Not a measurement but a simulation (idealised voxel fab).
voxel lift off: a process module
Square cells of 5 nm make up the cross-section cut, whose width is 260 nm.
Cross-section layout: square cells on a grid; listed as bands, top to bottom; a band spans one or more cell rows. For a band, the entry starts with two heights in nm, that of the top and then that of the bottom, and carries on with the band's materials in order from left to right, each alongside its width in nm; the word "edge to edge" beside a single material means it fills the band edge to edge, and "empty" means empty space. The level at which height equals 0 is the one under which the wafer, as it arrives, is entirely one material. No lower edge exists for the bottom band, which continues downward and is notated as in "from 0 down". With a width like "30 to 40", each row of cells in the band differs from the next by the same amount, the top row carrying the first number and the bottom row the second. What does "identical to before" mean for a step? It means no cell of the cross-section changed in that step. Any empty space of 8 cells or more lacking an open way to the top shows up in "Enclosed void list" as width x height at distance, distance from the left edge, in nm. Text after the settings on a step's line: the simulator's own remark on that step. "overlay nm" on a masked step: distance the mask lay right of its planned place, negative for left.
BELOW IS THE LIST OF PLANNED PROCESS STEPS
1: RECEIVE (material Si)
2: CONFORMAL_DEP (material SiO2; thk nm 5)
3: PATTERN (tone open; mask id LINES; material resist; width nm 25; pitch nm 45; thk nm 20; overlay nm 0)
4: DIRECTIONAL_DEP (material Ru; thk nm 10)
5: STRIP (etch materials resist)
6: CONFORMAL_DEP (material SiCN; thk nm 10)
CROSS-SECTION: WAFER ON ARRIVAL = AFTER STEP 1
	from 0 down = Si edge to edge
	Enclosed void list: none
CROSS-SECTIONAL VIEW OF THE FIRST OF THE TWO WAFERS UPON COMPLETION OF THE MODULE, PROCESSED IN ACCORDANCE WITH THE PLAN
	from 25 to 15 = 60 empty; 135 SiCN; 65 empty
	from 15 to 5 = 70 SiCN; 25 Ru; 20 SiCN; 25 Ru; 20 SiCN; 25 Ru; 75 SiCN
	from 5 to 0 = SiO2 edge to edge
	from 0 down = Si edge to edge
	Enclosed void list: none
SECOND OF TWO WAFERS, MODULE COMPLETE, SECTIONED: IT SHARES THE FIRST WAFER'S START AND PLAN BUT WAS RUN WITH ONE MISTAKE
	from 25 to 15 = 60 empty; 135 SiCN; 65 empty
	from 15 to 5 = 70 SiCN; 25 Ru; 20 SiCN; 25 Ru; 20 SiCN; 25 Ru; 75 SiCN
	from 5 to 0 = SiCN edge to edge
	from 0 down = Si edge to edge
	Enclosed void list: none
Misprocessing identified: step 2 was processed under conditions differing from the plan, specifically as CONFORMAL_DEP (material SiCN; thk nm 5)
Final tally in cells, some materials are higher or lower on the second wafer than on the first: SiCN: 52 more | SiO2: 52 fewer
